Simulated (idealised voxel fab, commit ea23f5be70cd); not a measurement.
Presented below is a process module, voxel double patterning.
The cross-section shown here is cut; it is 150 nm wide and divided into square cells measuring 5 nm on a side.
In this document a cross-section is written as a grid of square cells. It is given as a series of bands, listed from the top down, and a band is one or more rows of cells. Quick guide to a band line: top height, bottom height (nm) up front; then every material left to right with its width in nm. Only one material and it's marked "everywhere"? Then it fills the band edge to edge. And "blank" just means empty space. Below 0: as-received wafer, all one material; heights counted from there. Lowest band: no bottom, goes on down, written "0 -> down". Think of "30 to 40" as a width that walks from the first number to the second as you go down the band, top row to bottom row, taking equal-sized steps from row to row. "nothing got changed" for a step: no cell of the cross-section changed in that step. Each empty space that has no open way to the top and spans at least 8 cells appears under "Closed void register" as width x height at distance, the distance counted from the left edge, all in nm. Heads up: the bit after the settings on a step's line is the simulator's remark on that step. overlay nm: how far to the right of its planned place the mask lay on this masked step (negative: to the left).

-- The following list gives the planned process steps
1) RECEIVE | material Si
2) CONFORMAL_DEP | material SiN | thk nm 10
3) DIRECTIONAL_DEP | material SiO2 | thk nm 10
4) DIRECTIONAL_DEP | material SiCN | thk nm 5
5) DIRECTIONAL_DEP | material aC | thk nm 15
6) PATTERN | tone open | mask id FIRST | material resist | width nm 15 | pitch nm 50 | thk nm 35 | overlay nm 0
7) DIRECTIONAL_ETCH | etch materials aC | depth nm 15
8) STRIP | etch materials resist
9) DIRECTIONAL_ETCH | etch materials SiCN | depth nm 5
10) STRIP | etch materials aC
11) PATTERN | tone open | mask id SECOND | material resist | width nm 15 | thk nm 15 | overlay nm 0
12) DIRECTIONAL_ETCH | etch materials SiCN | depth nm 5
13) STRIP | etch materials resist
14) DIRECTIONAL_ETCH | etch materials SiO2 | depth nm 10
15) STRIP | etch materials SiCN

-- The first of two wafers, run as planned

-- Cross-section of the wafer upon arrival, representing the state reached after step 1
> 0 -> down  Si everywhere
> Closed void register: none

-- Wafer after step 2 (cross-section)
> 10 -> 0  SiN everywhere
> Anything lower than 0 is untouched.

-- Wafer after step 3 (cross-section)
> 20 -> 10  SiO2 everywhere
> Anything lower than 10 is untouched.

-- Wafer after step 4 (cross-section)
> 25 -> 20  SiCN everywhere
> Anything lower than 20 is untouched.

-- Wafer after step 5 (cross-section)
> 40 -> 25  aC everywhere
> Anything lower than 25 is untouched.

-- Wafer after step 6 (cross-section)
> 75 -> 40  40 of resist; 15 of blank; 35 of resist; 15 of blank; 45 of resist
> Anything lower than 40 is untouched.

-- Wafer after step 7 (cross-section)
> 60 -> 40  40 of resist; 15 of blank; 35 of resist; 15 of blank; 45 of resist
> 40 -> 25  40 of aC; 15 of blank; 35 of aC; 15 of blank; 45 of aC
> Anything lower than 25 is untouched.

-- Wafer after step 8 (cross-section)
> 40 -> 25  40 of aC; 15 of blank; 35 of aC; 15 of blank; 45 of aC
> Anything lower than 25 is untouched.

-- Wafer after step 9 (cross-section)
> 40 -> 25  40 of aC; 15 of blank; 35 of aC; 15 of blank; 45 of aC
> 25 -> 20  40 of SiCN; 15 of blank; 35 of SiCN; 15 of blank; 45 of SiCN
> Anything lower than 20 is untouched.

-- Wafer after step 10 (cross-section)
> 25 -> 20  40 of SiCN; 15 of blank; 35 of SiCN; 15 of blank; 45 of SiCN
> Anything lower than 20 is untouched.

-- Wafer after step 11 (cross-section)
> 40 -> 25  65 of resist; 15 of blank; 70 of resist
> 25 -> 20  40 of SiCN; 15 of resist; 35 of SiCN; 15 of resist; 45 of SiCN
> Anything lower than 20 is untouched.

-- Wafer after step 12 (cross-section)
> 40 -> 25  65 of resist; 15 of blank; 70 of resist
> 25 -> 20  40 of SiCN; 15 of resist; 10 of SiCN; 15 of blank; 10 of SiCN; 15 of resist; 45 of SiCN
> Anything lower than 20 is untouched.

-- Wafer after step 13 (cross-section)
> 25 -> 20  40 of SiCN; 15 of blank; 10 of SiCN; 15 of blank; 10 of SiCN; 15 of blank; 45 of SiCN
> Anything lower than 20 is untouched.

-- Wafer after step 14 (cross-section)
> 25 -> 20  40 of SiCN; 15 of blank; 10 of SiCN; 15 of blank; 10 of SiCN; 15 of blank; 45 of SiCN
> 20 -> 10  40 of SiO2; 15 of blank; 10 of SiO2; 15 of blank; 10 of SiO2; 15 of blank; 45 of SiO2
> Anything lower than 10 is untouched.

-- Wafer after step 15 (cross-section)
> 20 -> 10  40 of SiO2; 15 of blank; 10 of SiO2; 15 of blank; 10 of SiO2; 15 of blank; 45 of SiO2
> Anything lower than 10 is untouched.

-- The second wafer was prepared from the same starting point and under the same plan as the first; its processing contained one mistake, and it remains indistinguishable from the first wafer up to and including step 10

-- The second wafer in cross-section, at the planned close of step 11
> 40 -> 25  75 of resist; 15 of blank; 60 of resist
> 25 -> 20  40 of SiCN; 15 of resist; 35 of SiCN; 15 of resist; 45 of SiCN
> Anything lower than 20 is untouched.

-- The second wafer in cross-section, at the planned close of step 12
> 40 -> 25  75 of resist; 15 of blank; 60 of resist
> 25 -> 20  40 of SiCN; 15 of resist; 20 of SiCN; 15 of blank; 15 of resist; 45 of SiCN
> Anything lower than 20 is untouched.

-- The second wafer in cross-section, at the planned close of step 13
> 25 -> 20  40 of SiCN; 15 of blank; 20 of SiCN; 30 of blank; 45 of SiCN
> Anything lower than 20 is untouched.

-- The second wafer in cross-section, at the planned close of step 14
> 25 -> 20  40 of SiCN; 15 of blank; 20 of SiCN; 30 of blank; 45 of SiCN
> 20 -> 10  40 of SiO2; 15 of blank; 20 of SiO2; 30 of blank; 45 of SiO2
> Anything lower than 10 is untouched.

-- The second wafer in cross-section, at the planned close of step 15
> 20 -> 10  40 of SiO2; 15 of blank; 20 of SiO2; 30 of blank; 45 of SiO2
> Anything lower than 10 is untouched.
Deviation noted in wafer processing: off-plan run, step 11, actual operation and settings PATTERN | tone open | mask id SECOND | material resist | width nm 15 | thk nm 15 | overlay nm 10
At the close, every material occupies the same number of cells on the second wafer as on the first, only in different positions.
